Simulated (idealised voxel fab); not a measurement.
Process module, titled voxel fin reveal
Section cut is 280 nm wide and gridded with 5 nm square cells.
In what follows, cross-sections appear as grids of square cells, described through bands that run from the top down, where every band is one or more rows of cells.
It is stipulated that each band's entry specify, in nanometres, the height of the top of the band and then that of its bottom, followed by the materials of the band in left-to-right sequence, each together with its width in nanometres. A single material marked by the word "all across" is understood to fill the band from edge to edge; the word "empty" is understood to denote empty space.
All heights in this document are referenced to 0, defined as the level beneath which the wafer, as received, consists entirely of one material. The lowest band is not bounded below; it extends indefinitely downward and is written in the form "0..down".
The expression "30 to 40" gives the width at the extremes of the band, the first number at its top row of cells and the second at its bottom row, with the width changing by equal amounts from each row to the next in between.
Given "nothing different" for a step, no cell of the cross-section differs between before and after that step.
Heads up: "Closed internal voids" only lists the empty pockets with no open path to the top that are 8 cells or more, and it writes them as width x height at distance, distance from the left edge, in nm.
Post-settings text on a step line: simulator's own remark regarding the step.
"overlay nm" on a masked step: distance the mask lay right of its planned place, negative for left.

Process steps foreseen in the plan:
1: RECEIVE: material Si
2: CONFORMAL_DEP: material SiN, thk nm 5
3: DIRECTIONAL_DEP: material aC, thk nm 15
4: PATTERN: tone cover, mask id FINS, material resist, width nm 15, pitch nm 40, thk nm 30, overlay nm 0
5: DIRECTIONAL_ETCH: etch materials aC, depth nm 15
6: STRIP: etch materials resist
7: DIRECTIONAL_ETCH: etch materials SiN, depth nm 5
8: DIRECTIONAL_ETCH: etch materials Si, depth nm 40
9: STRIP: etch materials aC
10: FILL_DEP: material SiO2, thk nm 5
11: CMP: height nm 5
12: SELECTIVE_ETCH: etch materials SiO2, depth nm 35
13: STRIP: etch materials SiN

Wafer cross-section on receipt, i.e. after step 1:
    0..down: Si all across
    Closed internal voids: none

Sectioned view, first of two wafers, at the close of the module, processed as intended in the plan:
    0..-30: empty: 70, Si: 15, empty: 25, Si: 15, empty: 25, Si: 15, empty: 25, Si: 15, empty: 75
    -30..-40: SiO2: 70, Si: 15, SiO2: 25, Si: 15, SiO2: 25, Si: 15, SiO2: 25, Si: 15, SiO2: 75
    -40..down: Si all across
    Closed internal voids: none

Same start, same plan as the first wafer - but one mistake in the run. Cross-section of the second of the two at the end of the module:
    0..-30: empty: 70, Si: 15, empty: 25, Si: 15, empty: 25, Si: 15, empty: 25, Si: 15, empty: 75
    -30..-45: SiO2: 70, Si: 15, SiO2: 25, Si: 15, SiO2: 25, Si: 15, SiO2: 25, Si: 15, SiO2: 75
    -45..down: Si all across
    Closed internal voids: none
Here's what went sideways: step 8 off recipe, ran as DIRECTIONAL_ETCH: etch materials Si, depth nm 45
Wrapping up, a cell-based count of both wafers puts the second over or under the first for these materials: 44 fewer of Si, 44 more of SiO2
